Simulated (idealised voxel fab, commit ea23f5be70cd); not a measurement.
Process module name: voxel ribs on slabs
The cross-section on display is named cut; it measures 295 nm wide, and its cells are 5 nm squares.
Just so we're on the same page, the cross-sections are grids of square cells, and they're listed out in bands top to bottom, each band one or more rows deep. Quick guide to a band line: top height, bottom height (nm) up front; then every material left to right with its width in nm. Only one material and it's marked "all across"? Then it fills the band edge to edge. And "air" just means empty space. Heads up on the height convention: 0 is the point under which the incoming wafer is all one material, and the lowest band has no bottom, it just keeps going down, like "0 and below". When a width is written as two numbers, as in "30->40", the first number is the width in the top row of cells of the band and the second is the width in its bottom row, and the width changes by the same amount from each row to the next. Basically "nothing altered" means that step didn't change any cell in the cross-section. Each empty space that has no open way to the top and spans at least 8 cells appears under "Enclosed cavities" as width x height at distance, the distance counted from the left edge, all in nm. The remark found on a step's line after its settings is issued by the simulator itself and pertains to that step. overlay nm: where the mask lay relative to plan, measured to the right, on steps with a mask; negatives go left.

# Listed below are the process steps as planned
1: RECEIVE | material Si
2: DIRECTIONAL_DEP | material SiO2 | thk nm 25
3: DIRECTIONAL_DEP | material SiN | thk nm 25
4: PATTERN | tone cover | mask id RIB | material resist | width nm 25 | thk nm 20 | overlay nm 0
5: DIRECTIONAL_ETCH | etch materials SiN | depth nm 15
6: STRIP | etch materials resist
7: MASKED_ETCH | tone cover | mask id SLAB | width nm 85 | etch materials SiN | depth nm 10 | overlay nm 0
8: FILL_DEP | material SiO2 | thk nm 25
9: CMP | height nm 65
10: DIRECTIONAL_DEP | material TiN | thk nm 5
11: PATTERN | tone cover | mask id HEATER | material resist | width nm 35 | thk nm 15 | overlay nm 0
12: DIRECTIONAL_ETCH | etch materials TiN | depth nm 5
13: STRIP | etch materials resist
14: CONFORMAL_DEP | material SiN | thk nm 5

# Cross-sectional view of the wafer in its as-received condition, corresponding to the state after step 1
    0 and below | Si all across
    Enclosed cavities: none

# First of two wafers, end-of-module section, run followed plan
    75 down to 70 | 125 of air; 45 of SiN; 125 of air
    70 down to 65 | 130 of SiN; 35 of TiN; 130 of SiN
    65 down to 50 | SiO2 all across
    50 down to 35 | 135 of SiO2; 25 of SiN; 135 of SiO2
    35 down to 25 | 105 of SiO2; 85 of SiN; 105 of SiO2
    25 down to 0 | SiO2 all across
    0 and below | Si all across
    Enclosed cavities: none

# This is the second of the two wafers, cross-sectioned at the end of the module; it started exactly like the first and was given the same plan, but it was run with one mistake
    75 down to 70 | 125 of air; 45 of SiN; 125 of air
    70 down to 65 | 130 of SiN; 35 of TiN; 130 of SiN
    65 down to 50 | SiO2 all across
    50 down to 35 | 135 of SiO2; 25 of SiN; 135 of SiO2
    35 down to 25 | 105 of SiO2; 85 of SiN; 105 of SiO2
    25 down to 0 | SiN all across
    0 and below | Si all across
    Enclosed cavities: none
Processing error: step 2, actual vs plan mismatch, actual run DIRECTIONAL_DEP | material SiN | thk nm 25
The second wafer ends with more or fewer cells of some materials than the first, per final count: 295 more of SiN | 295 fewer of SiO2
